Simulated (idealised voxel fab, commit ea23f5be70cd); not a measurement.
You're looking at the process module voxel ribs on slabs.
This is section cut - it's 265 nm across, gridded in 5 nm square cells.
If you're reading a cross-section in this doc, picture square cells in a grid; it comes to you as bands, top ones listed first down to the bottom, and a band can be one or more rows of cells. What a band's entry tells you: where the top is and where the bottom is, as heights in nm, and after that what lies inside, material by material from left to right, each with its width in nm. Empty space is written as the word "air", and a single material marked with the word "throughout" occupies the band from edge to edge. Heights are reckoned from 0. Under this level, the received wafer is all of one material. The bottommost band is open-ended downward, for example "z 0 and below". The two numbers in a width such as "30..40" mark its ends across the band: the first belongs to the top row of cells, the second to the bottom row, and from each row to the next the width moves by the same amount. Reading "stayed the same" for a step: not a cell of the cross-section changed in it. "Closed internal cavities": sealed empty spaces, 8 cells or more, no open way to top, listed width x height at distance, with distance from the left edge and width, height and distance in nm. Anything after a step's settings on that line? It's the simulator's own note about the step. Among the settings permitted on a step's line is "overlay nm"; applied to a step with a mask, it specifies the extent to which the mask lay to the right of its planned position, whereas a negative figure signifies a position to the left.

### List of planned process steps
- 1: RECEIVE: material Si
- 2: DIRECTIONAL_DEP: material SiO2, thk nm 25
- 3: DIRECTIONAL_DEP: material polySi, thk nm 15
- 4: PATTERN: tone cover, mask id RIB, material resist, width nm 30, thk nm 20, overlay nm 0
- 5: DIRECTIONAL_ETCH: etch materials polySi, depth nm 5
- 6: STRIP: etch materials resist
- 7: PATTERN: tone cover, mask id SLAB, material resist, width nm 70, thk nm 15, overlay nm 0
- 8: DIRECTIONAL_ETCH: etch materials polySi, depth nm 10
- 9: STRIP: etch materials resist
- 10: FILL_DEP: material SiO2, thk nm 15
- 11: CMP: height nm 50
- 12: DIRECTIONAL_DEP: material TiN, thk nm 5
- 13: DIRECTIONAL_DEP: material aC, thk nm 15
- 14: PATTERN: tone cover, mask id HEATER, material resist, width nm 40, thk nm 35, overlay nm 0
- 15: DIRECTIONAL_ETCH: etch materials aC, depth nm 15
- 16: STRIP: etch materials resist
- 17: DIRECTIONAL_ETCH: etch materials TiN, depth nm 5
- 18: STRIP: etch materials aC
- 19: CONFORMAL_DEP: material SiO2, thk nm 10

### Wafer cross-section on receipt, i.e. after step 1
	z 0 and below | Si throughout
	Closed internal cavities: none

### Starting structure and process plan are as shown above, but one mistake was made in running the module; the wafer cross-section at the end of the module follows
	z 65 to 60 | 100 of air | 60 of SiO2 | 105 of air
	z 60 to 55 | SiO2 throughout
	z 55 to 50 | 110 of SiO2 | 40 of TiN | 115 of SiO2
	z 50 to 15 | SiO2 throughout
	z 15 to 0 | polySi throughout
	z 0 and below | Si throughout
	Closed internal cavities: none
Heads up, the wafer didn't run the way we planned it: swap of plan steps 2 and 3 during execution
